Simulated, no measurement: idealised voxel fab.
The following is a process module called voxel gate over fins.
Cross-section cut spans 185 nm and uses square cells 5 nm in size.
A cross-section is a grid of square cells, given in bands from the top down. A band is one or more rows of cells.
A band entry consists of two parts. The first gives the height of the band's top and the height of its bottom, in nm. The rest lists the band's materials from left to right, each with its width in nm. A single material labelled with the word "throughout" fills the band from edge to edge, and the word "air" marks empty space.
Height reference: 0 = level under which incoming wafer is all one material. Lowest band: no bottom, runs on downward, e.g. "0 -> down".
Width: "30 to 40" (first number = top row, second number = bottom row, same change from row to row of cells).
Basically "nothing different" means that step didn't change any cell in the cross-section.
Each empty space that has no open way to the top and spans at least 8 cells appears under "Closed void list" as width x height at distance, the distance counted from the left edge, all in nm.
Note: text after step settings on the step line = simulator remark on that step.
For masked steps, "overlay nm" on the step line gives how far right of plan the mask actually lay; a minus sign means it lay to the left.

## Planned process steps
1: RECEIVE (material Si)
2: CONFORMAL_DEP (material SiN; thk nm 5)
3: PATTERN (tone cover; mask id FINS; material resist; width nm 15; pitch nm 35; thk nm 20; overlay nm 0)
4: DIRECTIONAL_ETCH (etch materials SiN; depth nm 5)
5: DIRECTIONAL_ETCH (etch materials Si; depth nm 40)
6: STRIP (etch materials resist)
7: FILL_DEP (material SiO2; thk nm 10)
8: CMP (height nm 5)
9: SELECTIVE_ETCH (etch materials SiO2; depth nm 15)
10: STRIP (etch materials SiN)
11: CONFORMAL_DEP (material HfO2; thk nm 5)
12: CONFORMAL_DEP (material TiN; thk nm 5)
13: FILL_DEP (material W; thk nm 10)
14: CMP (height nm 15)
15: CONFORMAL_DEP (material SiCN; thk nm 10)

## First of two wafers - as planned

## Cross-section, incoming material, after step 1
- 0 -> down  Si throughout
- Closed void list: none

## After step 2: wafer cross-section
- 5 -> 0  SiN throughout
- Rest of section, below 0: as before.

## After step 3: wafer cross-section
- 25 -> 5  air 50, resist 15, air 20, resist 15, air 20, resist 15, air 50
- Rest of section, below 5: as before.

## After step 4: wafer cross-section
- 25 -> 5  air 50, resist 15, air 20, resist 15, air 20, resist 15, air 50
- 5 -> 0  air 50, SiN 15, air 20, SiN 15, air 20, SiN 15, air 50
- Rest of section, below 0: as before.

## After step 5: wafer cross-section
- 25 -> 5  air 50, resist 15, air 20, resist 15, air 20, resist 15, air 50
- 5 -> 0  air 50, SiN 15, air 20, SiN 15, air 20, SiN 15, air 50
- 0 -> -40  air 50, Si 15, air 20, Si 15, air 20, Si 15, air 50
- Rest of section, below -40: as before.

## After step 6: wafer cross-section
- 5 -> 0  air 50, SiN 15, air 20, SiN 15, air 20, SiN 15, air 50
- Rest of section, below 0: as before.

## After step 7: wafer cross-section
- 15 -> 5  SiO2 throughout
- 5 -> 0  SiO2 50, SiN 15, SiO2 20, SiN 15, SiO2 20, SiN 15, SiO2 50
- 0 -> -40  SiO2 50, Si 15, SiO2 20, Si 15, SiO2 20, Si 15, SiO2 50
- Rest of section, below -40: as before.

## After step 8: wafer cross-section
- 5 -> 0  SiO2 50, SiN 15, SiO2 20, SiN 15, SiO2 20, SiN 15, SiO2 50
- Rest of section, below 0: as before.

## After step 9: wafer cross-section
- 5 -> 0  air 50, SiN 15, air 20, SiN 15, air 20, SiN 15, air 50
- 0 -> -10  air 50, Si 15, air 20, Si 15, air 20, Si 15, air 50
- Rest of section, below -10: as before.

## After step 10: wafer cross-section
- 0 -> -10  air 50, Si 15, air 20, Si 15, air 20, Si 15, air 50
- Rest of section, below -10: as before.

## After step 11: wafer cross-section
- 5 -> 0  air 45, HfO2 25, air 10, HfO2 25, air 10, HfO2 25, air 45
- 0 -> -5  air 45, HfO2 5, Si 15, HfO2 5, air 10, HfO2 5, Si 15, HfO2 5, air 10, HfO2 5, Si 15, HfO2 5, air 45
- -5 -> -10  HfO2 50, Si 15, HfO2 20, Si 15, HfO2 20, Si 15, HfO2 50
- Rest of section, below -10: as before.

## After step 12: wafer cross-section
- 10 -> 5  air 40, TiN 105, air 40
- 5 -> 0  air 40, TiN 5, HfO2 25, TiN 10, HfO2 25, TiN 10, HfO2 25, TiN 5, air 40
- 0 -> -5  TiN 45, HfO2 5, Si 15, HfO2 5, TiN 10, HfO2 5, Si 15, HfO2 5, TiN 10, HfO2 5, Si 15, HfO2 5, TiN 45
- Rest of section, below -5: as before.

## After step 13: wafer cross-section
- 20 -> 10  W throughout
- 10 -> 5  W 40, TiN 105, W 40
- 5 -> 0  W 40, TiN 5, HfO2 25, TiN 10, HfO2 25, TiN 10, HfO2 25, TiN 5, W 40
- Rest of section, below 0: as before.

## After step 14: wafer cross-section
- 15 -> 10  W throughout
- Rest of section, below 10: as before.

## After step 15: wafer cross-section
- 25 -> 15  SiCN throughout
- Rest of section, below 15: as before.

## Okay, second wafer. Nothing different at the start, nothing different in the plan, just one mistake somewhere in the running. As far as step 6, counting that step, it's the first wafer all over again

## Cross-section: second wafer, time at which step 7 was scheduled to end
- 15 -> 0  SiN throughout
- 0 -> -40  SiN 50, Si 15, SiN 20, Si 15, SiN 20, Si 15, SiN 50
- Rest of section, below -40: as before.

## Cross-section: second wafer, time at which step 8 was scheduled to end
- 5 -> 0  SiN throughout
- Rest of section, below 0: as before.

Cross-section: second wafer, time at which step 9 was scheduled to end: nothing different

## Cross-section: second wafer, time at which step 10 was scheduled to end
- 0 -> -40  air 50, Si 15, air 20, Si 15, air 20, Si 15, air 50
- Rest of section, below -40: as before.

## Cross-section: second wafer, time at which step 11 was scheduled to end
- 5 -> 0  air 45, HfO2 25, air 10, HfO2 25, air 10, HfO2 25, air 45
- 0 -> -35  air 45, HfO2 5, Si 15, HfO2 5, air 10, HfO2 5, Si 15, HfO2 5, air 10, HfO2 5, Si 15, HfO2 5, air 45
- -35 -> -40  HfO2 50, Si 15, HfO2 20, Si 15, HfO2 20, Si 15, HfO2 50
- Rest of section, below -40: as before.

## Cross-section: second wafer, time at which step 12 was scheduled to end
- 10 -> 5  air 40, TiN 105, air 40
- 5 -> 0  air 40, TiN 5, HfO2 25, TiN 10, HfO2 25, TiN 10, HfO2 25, TiN 5, air 40
- 0 -> -30  air 40, TiN 5, HfO2 5, Si 15, HfO2 5, TiN 10, HfO2 5, Si 15, HfO2 5, TiN 10, HfO2 5, Si 15, HfO2 5, TiN 5, air 40
- -30 -> -35  TiN 45, HfO2 5, Si 15, HfO2 5, TiN 10, HfO2 5, Si 15, HfO2 5, TiN 10, HfO2 5, Si 15, HfO2 5, TiN 45
- Rest of section, below -35: as before.

## Cross-section: second wafer, time at which step 13 was scheduled to end
- 20 -> 10  W throughout
- 10 -> 5  W 40, TiN 105, W 40
- 5 -> 0  W 40, TiN 5, HfO2 25, TiN 10, HfO2 25, TiN 10, HfO2 25, TiN 5, W 40
- 0 -> -30  W 40, TiN 5, HfO2 5, Si 15, HfO2 5, TiN 10, HfO2 5, Si 15, HfO2 5, TiN 10, HfO2 5, Si 15, HfO2 5, TiN 5, W 40
- Rest of section, below -30: as before.

## Cross-section: second wafer, time at which step 14 was scheduled to end
- 15 -> 10  W throughout
- Rest of section, below 10: as before.

## Cross-section: second wafer, time at which step 15 was scheduled to end
- 25 -> 15  SiCN throughout
- Rest of section, below 15: as before.
Here's what went sideways: step 7 was processed under conditions differing from the plan, specifically as FILL_DEP (material SiN; thk nm 10)
Cell-count delta at end, second wafer over first, by material: +36 HfO2 | -168 SiO2 | +36 TiN | +96 W
